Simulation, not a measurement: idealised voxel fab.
process module | voxel capacitor over wiring
cross-section cut | 150 nm wide | cells 5 nm
A cross-section is a grid of square cells, given in bands from the top down. A band is one or more rows of cells.
Each band's line starts with the height of the band's top and of its bottom, in nm. Then come its materials from left to right, each with its width in nm. One material with "throughout" fills the band from edge to edge. "air" is empty space.
Height 0 is the level under which the wafer as received is all one material. The lowest band goes on downwards, as in "0 down".
A width such as "30 to 40" changes by the same amount from each row of cells to the next, from the band's top row to its bottom row.
"no change" after a step means that no cell of the cross-section changed.
closed voids: empty space of 8 cells or more with no open way to the top, each as width x height at its distance from the left edge, in nm
after a step's settings: what the simulator itself notes on the step
overlay nm, on a step with a mask: how far to the right of its planned place the mask lay; to the left if negative
plan
1 op RECEIVE | material Si
2 op CONFORMAL_DEP | material SiO2 | thk nm 15
3 op CONFORMAL_DEP | material SiCN | thk nm 5
4 op DIRECTIONAL_DEP | material SiO2 | thk nm 25
5 op PATTERN | tone open | mask id METAL_1 | material resist | width nm 20 | pitch nm 90 | thk nm 15 | overlay nm 0
6 op DIRECTIONAL_ETCH | etch materials SiO2 | depth nm 25
7 op DIRECTIONAL_ETCH | etch materials SiCN | depth nm 5
8 op STRIP | etch materials resist
9 op CONFORMAL_DEP | material TiN | thk nm 5
10 op FILL_DEP | material W | thk nm 10
11 op CMP | height nm 45
12 op CONFORMAL_DEP | material SiCN | thk nm 5
13 op DIRECTIONAL_DEP | material lowk | thk nm 10
14 op MASKED_ETCH | tone open | mask id PLUG_1 | width nm 15 | etch materials lowk | depth nm 10 | overlay nm 0
15 op MASKED_ETCH | tone open | mask id PLUG_1 | width nm 15 | etch materials SiCN | depth nm 5 | overlay nm 0
16 op EPI | material Ru | thk nm 10
17 op EPI | material Ru | thk nm 5
18 op DIRECTIONAL_DEP | material TiN | thk nm 10
19 op DIRECTIONAL_DEP | material HfO2 | thk nm 5
20 op DIRECTIONAL_DEP | material TiN | thk nm 10
21 op MASKED_ETCH | tone cover | mask id UPPER_PLATE | width nm 75 | etch materials TiN | depth nm 10 | overlay nm 0
22 op MASKED_ETCH | tone cover | mask id UPPER_PLATE | width nm 75 | etch materials HfO2 | depth nm 5 | overlay nm 0
23 op DIRECTIONAL_DEP | material aC | thk nm 15
24 op PATTERN | tone cover | mask id LOWER_PLATE | material resist | width nm 85 | thk nm 35 | overlay nm 0
25 op DIRECTIONAL_ETCH | etch materials aC | depth nm 15
26 op STRIP | etch materials resist
27 op DIRECTIONAL_ETCH | etch materials TiN | depth nm 10
28 op STRIP | etch materials aC
29 op FILL_DEP | material SiO2 | thk nm 20
30 op CMP | height nm 100
31 op MASKED_ETCH | tone open | mask id PLUG_2 | width nm 15 | etch materials SiO2 | depth nm 15 | overlay nm 0
32 op CONFORMAL_DEP | material TiN | thk nm 5
33 op FILL_DEP | material Cu | thk nm 5
34 op CMP | height nm 100
35 op CONFORMAL_DEP | material SiCN | thk nm 5
first wafer, as planned
as received, after step 1
  0 down: Si throughout
  closed voids: none
after step 2
  15 to 0: SiO2 throughout
  below 0: unchanged
after step 3
  20 to 15: SiCN throughout
  below 15: unchanged
after step 4
  45 to 20: SiO2 throughout
  below 20: unchanged
after step 5
  60 to 45: resist 20 | air 20 | resist 70 | air 20 | resist 20
  below 45: unchanged
after step 6
  60 to 45: resist 20 | air 20 | resist 70 | air 20 | resist 20
  45 to 20: SiO2 20 | air 20 | SiO2 70 | air 20 | SiO2 20
  below 20: unchanged
after step 7
  60 to 45: resist 20 | air 20 | resist 70 | air 20 | resist 20
  45 to 20: SiO2 20 | air 20 | SiO2 70 | air 20 | SiO2 20
  20 to 15: SiCN 20 | air 20 | SiCN 70 | air 20 | SiCN 20
  below 15: unchanged
after step 8
  45 to 20: SiO2 20 | air 20 | SiO2 70 | air 20 | SiO2 20
  below 20: unchanged
after step 9
  50 to 45: TiN 25 | air 10 | TiN 80 | air 10 | TiN 25
  45 to 20: SiO2 20 | TiN 5 | air 10 | TiN 5 | SiO2 70 | TiN 5 | air 10 | TiN 5 | SiO2 20
  20 to 15: SiCN 20 | TiN 20 | SiCN 70 | TiN 20 | SiCN 20
  below 15: unchanged
after step 10
  60 to 50: W throughout
  50 to 45: TiN 25 | W 10 | TiN 80 | W 10 | TiN 25
  45 to 20: SiO2 20 | TiN 5 | W 10 | TiN 5 | SiO2 70 | TiN 5 | W 10 | TiN 5 | SiO2 20
  below 20: unchanged
after step 11
  45 to 20: SiO2 20 | TiN 5 | W 10 | TiN 5 | SiO2 70 | TiN 5 | W 10 | TiN 5 | SiO2 20
  below 20: unchanged
after step 12
  50 to 45: SiCN throughout
  below 45: unchanged
after step 13
  60 to 50: lowk throughout
  below 50: unchanged
after step 14
  60 to 50: lowk 25 | air 15 | lowk 110
  below 50: unchanged
after step 15
  60 to 50: lowk 25 | air 15 | lowk 110
  50 to 45: SiCN 25 | air 15 | SiCN 110
  below 45: unchanged
after step 16
  60 to 55: lowk 25 | air 15 | lowk 110
  55 to 50: lowk 25 | Ru 15 | lowk 110
  50 to 45: SiCN 25 | Ru 15 | SiCN 110
  below 45: unchanged
after step 17
  60 to 50: lowk 25 | Ru 15 | lowk 110
  below 50: unchanged
after step 18
  70 to 60: TiN throughout
  below 60: unchanged
after step 19
  75 to 70: HfO2 throughout
  below 70: unchanged
after step 20
  85 to 75: TiN throughout
  below 75: unchanged
after step 21
  85 to 75: air 25 | TiN 75 | air 50
  below 75: unchanged
after step 22
  85 to 75: air 25 | TiN 75 | air 50
  75 to 70: air 25 | HfO2 75 | air 50
  below 70: unchanged
after step 23
  100 to 85: air 25 | aC 75 | air 50
  85 to 75: aC 25 | TiN 75 | aC 50
  75 to 70: aC 25 | HfO2 75 | aC 50
  below 70: unchanged
after step 24
  135 to 100: air 20 | resist 85 | air 45
  100 to 85: air 20 | resist 5 | aC 75 | resist 5 | air 45
  below 85: unchanged
after step 25
  120 to 100: air 20 | resist 85 | air 45
  100 to 85: air 20 | resist 5 | aC 75 | resist 5 | air 45
  85 to 75: air 20 | aC 5 | TiN 75 | aC 5 | air 45
  75 to 70: air 20 | aC 5 | HfO2 75 | aC 5 | air 45
  below 70: unchanged
after step 26
  100 to 85: air 25 | aC 75 | air 50
  below 85: unchanged
after step 27
  100 to 85: air 25 | aC 75 | air 50
  85 to 75: air 20 | aC 5 | TiN 75 | aC 5 | air 45
  75 to 70: air 20 | aC 5 | HfO2 75 | aC 5 | air 45
  70 to 60: air 20 | TiN 85 | air 45
  below 60: unchanged
after step 28
  85 to 75: air 25 | TiN 75 | air 50
  75 to 70: air 25 | HfO2 75 | air 50
  below 70: unchanged
after step 29
  105 to 85: SiO2 throughout
  85 to 75: SiO2 25 | TiN 75 | SiO2 50
  75 to 70: SiO2 25 | HfO2 75 | SiO2 50
  70 to 60: SiO2 20 | TiN 85 | SiO2 45
  below 60: unchanged
after step 30
  100 to 85: SiO2 throughout
  below 85: unchanged
after step 31
  100 to 85: SiO2 35 | air 15 | SiO2 100
  below 85: unchanged
after step 32
  105 to 100: TiN 40 | air 5 | TiN 105
  100 to 90: SiO2 35 | TiN 5 | air 5 | TiN 5 | SiO2 100
  90 to 85: SiO2 35 | TiN 15 | SiO2 100
  below 85: unchanged
after step 33
  110 to 105: Cu throughout
  105 to 100: TiN 40 | Cu 5 | TiN 105
  100 to 90: SiO2 35 | TiN 5 | Cu 5 | TiN 5 | SiO2 100
  below 90: unchanged
after step 34
  100 to 90: SiO2 35 | TiN 5 | Cu 5 | TiN 5 | SiO2 100
  below 90: unchanged
after step 35
  105 to 100: SiCN throughout
  below 100: unchanged
second wafer: like start, like plan, one mistake. Through step 11 it matches the first wafer
when step 12 should have ended
  55 to 45: lowk throughout
  below 45: unchanged
when step 13 should have ended
  60 to 55: SiCN throughout
  below 55: unchanged
when step 14 should have ended: no change
when step 15 should have ended
  60 to 55: SiCN 25 | air 15 | SiCN 110
  below 55: unchanged
when step 16 should have ended: no change
when step 17 should have ended: no change
when step 18 should have ended
  70 to 65: TiN 25 | air 15 | TiN 110
  65 to 60: TiN throughout
  60 to 55: SiCN 25 | TiN 15 | SiCN 110
  below 55: unchanged
when step 19 should have ended
  75 to 70: HfO2 25 | air 15 | HfO2 110
  70 to 65: TiN 25 | HfO2 15 | TiN 110
  below 65: unchanged
when step 20 should have ended
  85 to 80: TiN 25 | air 15 | TiN 110
  80 to 75: TiN throughout
  75 to 70: HfO2 25 | TiN 15 | HfO2 110
  below 70: unchanged
when step 21 should have ended
  85 to 75: air 40 to 25 | TiN 60 to 75 | air 50
  below 75: unchanged
when step 22 should have ended
  85 to 75: air 40 to 25 | TiN 60 to 75 | air 50
  75 to 70: air 25 | TiN 15 | HfO2 60 | air 50
  below 70: unchanged
when step 23 should have ended
  100 to 95: air 40 | aC 60 | air 50
  95 to 85: air 25 | aC 75 | air 50
  85 to 75: aC 40 to 25 | TiN 60 to 75 | aC 50
  75 to 70: aC 25 | TiN 15 | HfO2 60 | aC 50
  below 70: unchanged
when step 24 should have ended
  135 to 100: air 20 | resist 85 | air 45
  100 to 95: air 20 | resist 20 | aC 60 | resist 5 | air 45
  95 to 85: air 20 | resist 5 | aC 75 | resist 5 | air 45
  below 85: unchanged
when step 25 should have ended
  120 to 100: air 20 | resist 85 | air 45
  100 to 95: air 20 | resist 20 | aC 60 | resist 5 | air 45
  95 to 85: air 20 | resist 5 | aC 75 | resist 5 | air 45
  85 to 75: air 20 | aC 20 to 5 | TiN 60 to 75 | aC 5 | air 45
  75 to 70: air 20 | aC 5 | TiN 15 | HfO2 60 | aC 5 | air 45
  below 70: unchanged
when step 26 should have ended
  100 to 95: air 40 | aC 60 | air 50
  95 to 85: air 25 | aC 75 | air 50
  below 85: unchanged
when step 27 should have ended
  100 to 95: air 40 | aC 60 | air 50
  95 to 85: air 25 | aC 75 | air 50
  85 to 75: air 20 | aC 20 to 5 | TiN 60 to 75 | aC 5 | air 45
  75 to 70: air 20 | aC 5 | TiN 15 | HfO2 60 | aC 5 | air 45
  70 to 65: air 20 | TiN 5 | HfO2 15 | TiN 65 | air 45
  65 to 60: air 20 | TiN 85 | air 45
  below 60: unchanged
when step 28 should have ended
  85 to 75: air 40 to 25 | TiN 60 to 75 | air 50
  75 to 70: air 25 | TiN 15 | HfO2 60 | air 50
  below 70: unchanged
when step 29 should have ended
  105 to 85: SiO2 throughout
  85 to 75: SiO2 40 to 25 | TiN 60 to 75 | SiO2 50
  75 to 70: SiO2 25 | TiN 15 | HfO2 60 | SiO2 50
  70 to 65: SiO2 20 | TiN 5 | HfO2 15 | TiN 65 | SiO2 45
  65 to 60: SiO2 20 | TiN 85 | SiO2 45
  below 60: unchanged
when step 30 should have ended
  100 to 85: SiO2 throughout
  below 85: unchanged
when step 31 should have ended
  100 to 85: SiO2 35 | air 15 | SiO2 100
  below 85: unchanged
when step 32 should have ended
  105 to 100: TiN 40 | air 5 | TiN 105
  100 to 90: SiO2 35 | TiN 5 | air 5 | TiN 5 | SiO2 100
  90 to 80: SiO2 35 to 40 | TiN 15 to 60 | SiO2 100 to 50
  below 80: unchanged
when step 33 should have ended
  110 to 105: Cu throughout
  105 to 100: TiN 40 | Cu 5 | TiN 105
  100 to 90: SiO2 35 | TiN 5 | Cu 5 | TiN 5 | SiO2 100
  below 90: unchanged
when step 34 should have ended
  100 to 90: SiO2 35 | TiN 5 | Cu 5 | TiN 5 | SiO2 100
  below 90: unchanged
when step 35 should have ended
  105 to 100: SiCN throughout
  below 100: unchanged
what went wrong: steps 12 and 13 were swapped
at the end the second wafer has, in cells: 9 fewer of Ru | 3 more of SiO2 | 6 more of lowk
